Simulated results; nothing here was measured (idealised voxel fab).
process module | voxel ribs on slabs
cross-section cut | 150 nm wide | cells 5 nm
A cross-section is a grid of square cells, given in bands from the top down. A band is one or more rows of cells.
Each band's line starts with the height of the band's top and of its bottom, in nm. Then come its materials from left to right, each with its width in nm. One material with "throughout" fills the band from edge to edge. "air" is empty space.
Height 0 is the level under which the wafer as received is all one material. The lowest band goes on downwards, as in "0 down".
A width such as "30 to 40" changes by the same amount from each row of cells to the next, from the band's top row to its bottom row.
"no change" after a step means that no cell of the cross-section changed.
closed voids: empty space of 8 cells or more with no open way to the top, each as width x height at its distance from the left edge, in nm
after a step's settings: what the simulator itself notes on the step
overlay nm, on a step with a mask: how far to the right of its planned place the mask lay; to the left if negative
plan
1 op RECEIVE | material Si
2 op DIRECTIONAL_DEP | material SiO2 | thk nm 20
3 op DIRECTIONAL_DEP | material SiN | thk nm 25
4 op PATTERN | tone cover | mask id RIB | material resist | width nm 30 | thk nm 20 | overlay nm 0
5 op DIRECTIONAL_ETCH | etch materials SiN | depth nm 10
6 op STRIP | etch materials resist
7 op PATTERN | tone cover | mask id SLAB | material resist | width nm 80 | thk nm 20 | overlay nm 0
8 op DIRECTIONAL_ETCH | etch materials SiN | depth nm 15
9 op STRIP | etch materials resist
10 op FILL_DEP | material SiO2 | thk nm 30
11 op CMP | height nm 65
12 op DIRECTIONAL_DEP | material W | thk nm 5
13 op MASKED_ETCH | tone cover | mask id HEATER | width nm 40 | etch materials W | depth nm 5 | overlay nm 0
14 op CONFORMAL_DEP | material SiO2 | thk nm 5
as received, after step 1
  0 down: Si throughout
  closed voids: none
first wafer at the end, as planned
  75 to 70: air 50 | SiO2 50 | air 50
  70 to 65: SiO2 55 | W 40 | SiO2 55
  65 to 45: SiO2 throughout
  45 to 35: SiO2 60 | SiN 30 | SiO2 60
  35 to 20: SiO2 35 | SiN 80 | SiO2 35
  20 to 0: SiO2 throughout
  0 down: Si throughout
  closed voids: none
second wafer at the end: like start, like plan, one mistake
  75 to 70: air 50 | SiO2 50 | air 50
  70 to 65: SiO2 55 | W 40 | SiO2 55
  65 to 35: SiO2 throughout
  35 to 20: SiO2 35 | SiN 25 | SiO2 30 | SiN 25 | SiO2 35
  20 to 0: SiO2 throughout
  0 down: Si throughout
  closed voids: none
what went wrong: steps 3 and 4 were swapped
at the end the second wafer has, in cells: 30 fewer of SiN | 30 more of SiO2
